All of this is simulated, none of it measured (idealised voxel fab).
Module name: voxel ribs on slabs (process module)
Shown is cross-section cut, with a width of 150 nm and square cells of size 5 nm.
A cross-section in this document is a grid of square cells, and it is written down as bands, the top band listed before the ones below it; a band is made up of one or more rows of cells.
Heads up on the band format: heights come first, top then bottom, in nm. After that it's the materials left to right, each with its width in nm. A single material flagged "full width" fills the whole band edge to edge, and "air" means there's empty space there.
Heights are reckoned from 0. Under this level, the received wafer is all of one material. The bottommost band is open-ended downward, for example "z 0 and below".
A width given as "30..40" starts at the first number in the band's top row and ends at the second number in its bottom row, shifting by an equal amount at every step from row to row.
You'll sometimes find "identical to before" written for a step, and that's the way of saying that nowhere in the cross-section did a cell change during that step.
"Fully closed voids": sealed empty spaces, 8 cells or more, no open way to top, listed width x height at distance, with distance from the left edge and width, height and distance in nm.
Where a step's line continues beyond its settings, the continuation is a remark by the simulator itself on that step.
overlay nm: step with mask; distance mask lay right of planned place; negative value = left of planned place.
**Process steps foreseen in the plan**
1) RECEIVE with material Si
2) DIRECTIONAL_DEP with material SiO2, thk nm 25
3) DIRECTIONAL_DEP with material polySi, thk nm 25
4) MASKED_ETCH with tone cover, mask id RIB, width nm 20, etch materials polySi, depth nm 5, overlay nm 0
5) MASKED_ETCH with tone cover, mask id SLAB, width nm 50, etch materials polySi, depth nm 20, overlay nm 0
6) FILL_DEP with material SiO2, thk nm 25
7) CMP with height nm 65
8) DIRECTIONAL_DEP with material W, thk nm 5
9) DIRECTIONAL_DEP with material aC, thk nm 10
10) PATTERN with tone cover, mask id HEATER, material resist, width nm 30, thk nm 25, overlay nm 0
11) DIRECTIONAL_ETCH with etch materials aC, depth nm 10
12) STRIP with etch materials resist
13) DIRECTIONAL_ETCH with etch materials W, depth nm 5
14) STRIP with etch materials aC
15) CONFORMAL_DEP with material SiN, thk nm 5
**Here's what the wafer looked like in cross-section when it arrived - that's after step 1**
    z 0 and below: Si full width
    Fully closed voids: none
**Wafer cross-section at end of module: start and plan as shown above, one execution error**
    z 70 to 65: 60 of air, then 30 of W, then 60 of air
    z 65 to 50: SiO2 full width
    z 50 to 45: 65 of SiO2, then 20 of polySi, then 65 of SiO2
    z 45 to 25: 50 of SiO2, then 50 of polySi, then 50 of SiO2
    z 25 to 0: SiO2 full width
    z 0 and below: Si full width
    Fully closed voids: none
Plan not followed: step 15 was dropped from the plan's execution and never run
